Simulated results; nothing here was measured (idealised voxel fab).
voxel capacitor over wiring: a process module
This is section cut - it's 195 nm across, gridded in 5 nm square cells.
If you're reading a cross-section in this doc, picture square cells in a grid; it comes to you as bands, top ones listed first down to the bottom, and a band can be one or more rows of cells.
In this notation a band is specified by the heights of its top and bottom, in that order and in nm, after which its materials appear from left to right, each paired with its width in nm. The word "all across" attached to a single material means that material fills the band from edge to edge; the word "empty" stands for empty space.
Height 0 is the level under which the wafer as received is all one material. The lowest band goes on downwards, as in "from 0 down".
Think of "30..40" as a width that walks from the first number to the second as you go down the band, top row to bottom row, taking equal-sized steps from row to row.
Reading "same as before" for a step: not a cell of the cross-section changed in it.
Entry "Catalogued sealed voids". Content: empty spaces with no open connection to the top, size 8 cells or greater. Each: width x height at distance. Distance: from left edge. Unit: nm.
What comes after the settings on a step's line is commentary from the simulator itself on that step.
"overlay nm" answers the question of how far to the right of plan the mask lay on a step that has a mask, and when it is negative the answer is to the left.

-- Planned step list for the process
1. RECEIVE: material Si
2. CONFORMAL_DEP: material SiO2, thk nm 15
3. DIRECTIONAL_DEP: material TiN, thk nm 5
4. DIRECTIONAL_DEP: material W, thk nm 15
5. DIRECTIONAL_DEP: material aC, thk nm 15
6. PATTERN: tone cover, mask id METAL_1, material resist, width nm 20, pitch nm 75, thk nm 35, overlay nm 0
7. DIRECTIONAL_ETCH: etch materials aC, depth nm 15
8. STRIP: etch materials resist
9. DIRECTIONAL_ETCH: etch materials W, depth nm 15
10. DIRECTIONAL_ETCH: etch materials TiN, depth nm 5
11. STRIP: etch materials aC
12. CONFORMAL_DEP: material SiCN, thk nm 5
13. FILL_DEP: material lowk, thk nm 5
14. CMP: height nm 35
15. CONFORMAL_DEP: material SiCN, thk nm 5
16. DIRECTIONAL_DEP: material lowk, thk nm 10
17. DIRECTIONAL_DEP: material aC, thk nm 15
18. PATTERN: tone open, mask id PLUG_1, material resist, width nm 15, thk nm 35, overlay nm 0
19. DIRECTIONAL_ETCH: etch materials aC, depth nm 15
20. STRIP: etch materials resist
21. DIRECTIONAL_ETCH: etch materials lowk, depth nm 10
22. DIRECTIONAL_ETCH: etch materials SiCN, depth nm 5
23. STRIP: etch materials aC
24. EPI: material Ru, thk nm 10
25. EPI: material Ru, thk nm 5
26. DIRECTIONAL_DEP: material TiN, thk nm 5
27. DIRECTIONAL_DEP: material Al2O3, thk nm 5
28. DIRECTIONAL_DEP: material TiN, thk nm 10
29. MASKED_ETCH: tone cover, mask id UPPER_PLATE, width nm 60, etch materials TiN, depth nm 10, overlay nm 0
30. MASKED_ETCH: tone cover, mask id UPPER_PLATE, width nm 60, etch materials Al2O3, depth nm 5, overlay nm 0
31. DIRECTIONAL_DEP: material aC, thk nm 15
32. PATTERN: tone cover, mask id LOWER_PLATE, material resist, width nm 70, thk nm 30, overlay nm 0
33. DIRECTIONAL_ETCH: etch materials aC, depth nm 15
34. STRIP: etch materials resist
35. DIRECTIONAL_ETCH: etch materials TiN, depth nm 5
36. STRIP: etch materials aC
37. FILL_DEP: material SiO2, thk nm 20
38. CMP: height nm 85
39. MASKED_ETCH: tone open, mask id PLUG_2, width nm 15, etch materials SiO2, depth nm 15, overlay nm 0
40. CONFORMAL_DEP: material TiN, thk nm 5
41. FILL_DEP: material Cu, thk nm 5
42. CMP: height nm 85
43. CONFORMAL_DEP: material SiCN, thk nm 5
Quick note for whoever runs this: the wafers start identical, but the thk nm at step 26 isn't the same across them. The plan just shows what the first wafer had.

-- Cross-section of the first of several wafers as received (after step 1)
from 0 down: Si all across
Catalogued sealed voids: none

-- Module end state after final step 43: cross-section of the first of several wafers
from 90 to 85: SiCN all across
from 85 to 75: 65 nm SiO2  5 nm TiN  5 nm Cu  5 nm TiN  115 nm SiO2
from 75 to 70: 65 nm SiO2  15 nm TiN  115 nm SiO2
from 70 to 60: 55 nm SiO2  60 nm TiN  80 nm SiO2
from 60 to 55: 55 nm SiO2  60 nm Al2O3  80 nm SiO2
from 55 to 50: 50 nm SiO2  70 nm TiN  75 nm SiO2
from 50 to 40: 55 nm lowk  15 nm Ru  125 nm lowk
from 40 to 35: 55 nm SiCN  15 nm Ru  125 nm SiCN
from 35 to 20: 45 nm lowk  5 nm SiCN  20 nm W  5 nm SiCN  45 nm lowk  5 nm SiCN  20 nm W  5 nm SiCN  45 nm lowk
from 20 to 15: 50 nm SiCN  20 nm TiN  55 nm SiCN  20 nm TiN  50 nm SiCN
from 15 to 0: SiO2 all across
from 0 down: Si all across
Catalogued sealed voids: none

-- The final wafer, sectioned at module end
from 90 to 85: SiCN all across
from 85 to 75: 55 nm SiO2  60 nm TiN  80 nm SiO2
from 75 to 70: 55 nm SiO2  60 nm Al2O3  80 nm SiO2
from 70 to 65: 50 nm SiO2  70 nm TiN  75 nm SiO2
from 65 to 50: TiN all across
from 50 to 40: 55 nm lowk  15 nm Ru  125 nm lowk
from 40 to 35: 55 nm SiCN  15 nm Ru  125 nm SiCN
from 35 to 20: 45 nm lowk  5 nm SiCN  20 nm W  5 nm SiCN  45 nm lowk  5 nm SiCN  20 nm W  5 nm SiCN  45 nm lowk
from 20 to 15: 50 nm SiCN  20 nm TiN  55 nm SiCN  20 nm TiN  50 nm SiCN
from 15 to 0: SiO2 all across
from 0 down: Si all across
Catalogued sealed voids: none

-- Gained (+) or lost (-) cells of each material since receipt, then closed voids: one row per wafer, at the end of the module
thk nm 5 | +12 Al2O3 | +2 Cu | +9 Ru | +118 SiCN | +331 SiO2 | +53 TiN | +24 W | +153 lowk | Catalogued sealed voids: none
thk nm 10 | +12 Al2O3 | +1 Cu | +9 Ru | +118 SiCN | +295 SiO2 | +90 TiN | +24 W | +153 lowk | Catalogued sealed voids: none
thk nm 15 | +12 Al2O3 | +9 Ru | +118 SiCN | +259 SiO2 | +127 TiN | +24 W | +153 lowk | Catalogued sealed voids: none
thk nm 20 | +12 Al2O3 | +9 Ru | +118 SiCN | +223 SiO2 | +163 TiN | +24 W | +153 lowk | Catalogued sealed voids: none
